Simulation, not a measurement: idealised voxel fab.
The following process module bears the name voxel gate over fins.
FYI the section here is cut, 220 nm wide, cells are 5 nm squares.
A cross-section in this document is a grid of square cells, and it is written down as bands, the top band listed before the ones below it; a band is made up of one or more rows of cells.
What a band's entry tells you: where the top is and where the bottom is, as heights in nm, and after that what lies inside, material by material from left to right, each with its width in nm. Empty space is written as the word "empty", and a single material marked with the word "everywhere" occupies the band from edge to edge.
It should be noted that heights are counted from 0, beneath which the wafer as supplied is of one material throughout, and that the lowest band possesses no lower boundary but continues downward, as written in "0 nm and below".
With a width like "30..40", each row of cells in the band differs from the next by the same amount, the top row carrying the first number and the bottom row the second.
For the purposes of this document, the phrase "no change occurred" attached to a step denotes that no cell within the cross-section was modified by that step.
"Sealed cavities" contains a list of empty spaces, each no smaller than 8 cells and without an open way to the top, written in the form width x height at distance with the distance from the left edge and all three in nm.
On each step's line, the part that comes after the settings is the simulator's own comment on the step.
The line of a step may include "overlay nm". On a step with a mask, this value is how far to the right of its planned place the mask lay. A negative value means the mask lay to the left.

List of planned process steps
step 1: RECEIVE (material Si)
step 2: CONFORMAL_DEP (material SiN; thk nm 5)
step 3: DIRECTIONAL_DEP (material aC; thk nm 15)
step 4: PATTERN (tone cover; mask id FINS; material resist; width nm 15; pitch nm 45; thk nm 30; overlay nm 0)
step 5: DIRECTIONAL_ETCH (etch materials aC; depth nm 15)
step 6: STRIP (etch materials resist)
step 7: DIRECTIONAL_ETCH (etch materials SiN; depth nm 5)
step 8: DIRECTIONAL_ETCH (etch materials Si; depth nm 40)
step 9: STRIP (etch materials aC)
step 10: OXIDIZE (depth nm 5)
step 11: FILL_DEP (material SiO2; thk nm 10)
step 12: CMP (height nm 5)
step 13: SELECTIVE_ETCH (etch materials SiO2; depth nm 20)
step 14: STRIP (etch materials SiN)
step 15: CONFORMAL_DEP (material HfO2; thk nm 5)
step 16: CONFORMAL_DEP (material TiN; thk nm 5)
step 17: FILL_DEP (material W; thk nm 15)
step 18: CMP (height nm 20)
step 19: CONFORMAL_DEP (material SiCN; thk nm 5)

Incoming wafer, cross-sectional view, post step 1
> 0 nm and below | Si everywhere
> Sealed cavities: none

First of two wafers at the end of the module, shown in cross-section; run carried out as planned
> 25 nm to 20 nm | SiCN everywhere
> 20 nm to 10 nm | W everywhere
> 10 nm to 5 nm | W: 50 | TiN: 25 | W: 20 | TiN: 25 | W: 20 | TiN: 25 | W: 55
> 5 nm to 0 nm | W: 50 | TiN: 5 | HfO2: 15 | TiN: 5 | W: 20 | TiN: 5 | HfO2: 15 | TiN: 5 | W: 20 | TiN: 5 | HfO2: 15 | TiN: 5 | W: 55
> 0 nm to -5 nm | W: 50 | TiN: 5 | HfO2: 5 | Si: 5 | HfO2: 5 | TiN: 5 | W: 20 | TiN: 5 | HfO2: 5 | Si: 5 | HfO2: 5 | TiN: 5 | W: 20 | TiN: 5 | HfO2: 5 | Si: 5 | HfO2: 5 | TiN: 5 | W: 55
> -5 nm to -10 nm | TiN: 55 | HfO2: 5 | Si: 5 | HfO2: 5 | TiN: 30 | HfO2: 5 | Si: 5 | HfO2: 5 | TiN: 30 | HfO2: 5 | Si: 5 | HfO2: 5 | TiN: 60
> -10 nm to -15 nm | HfO2: 60 | Si: 5 | HfO2: 40 | Si: 5 | HfO2: 40 | Si: 5 | HfO2: 65
> -15 nm to -45 nm | SiO2: 60 | Si: 5 | SiO2: 40 | Si: 5 | SiO2: 40 | Si: 5 | SiO2: 65
> -45 nm and below | Si everywhere
> Sealed cavities: none

Cross-sectional view: second of two wafers, end of module; start and plan identical to the first, one mistake in running
> 25 nm to 20 nm | SiCN everywhere
> 20 nm to 10 nm | W everywhere
> 10 nm to 5 nm | W: 50 | TiN: 25 | W: 20 | TiN: 25 | W: 20 | TiN: 25 | W: 55
> 5 nm to 0 nm | W: 50 | TiN: 5 | HfO2: 15 | TiN: 5 | W: 20 | TiN: 5 | HfO2: 15 | TiN: 5 | W: 20 | TiN: 5 | HfO2: 15 | TiN: 5 | W: 55
> 0 nm to -25 nm | W: 50 | TiN: 5 | HfO2: 5 | Si: 5 | HfO2: 5 | TiN: 5 | W: 20 | TiN: 5 | HfO2: 5 | Si: 5 | HfO2: 5 | TiN: 5 | W: 20 | TiN: 5 | HfO2: 5 | Si: 5 | HfO2: 5 | TiN: 5 | W: 55
> -25 nm to -30 nm | TiN: 55 | HfO2: 5 | Si: 5 | HfO2: 5 | TiN: 30 | HfO2: 5 | Si: 5 | HfO2: 5 | TiN: 30 | HfO2: 5 | Si: 5 | HfO2: 5 | TiN: 60
> -30 nm to -35 nm | HfO2: 60 | Si: 5 | HfO2: 40 | Si: 5 | HfO2: 40 | Si: 5 | HfO2: 65
> -35 nm to -45 nm | SiO2: 60 | Si: 5 | SiO2: 40 | Si: 5 | SiO2: 40 | Si: 5 | SiO2: 65
> -45 nm and below | Si everywhere
> Sealed cavities: none
Nonconformance to the process plan: execution of plan step 13 occurred twice
Bottom line after processing is that, in cells, the second wafer is up or down on some materials versus the first: 24 more of HfO2 | 164 fewer of SiO2 | 24 more of TiN | 116 more of W
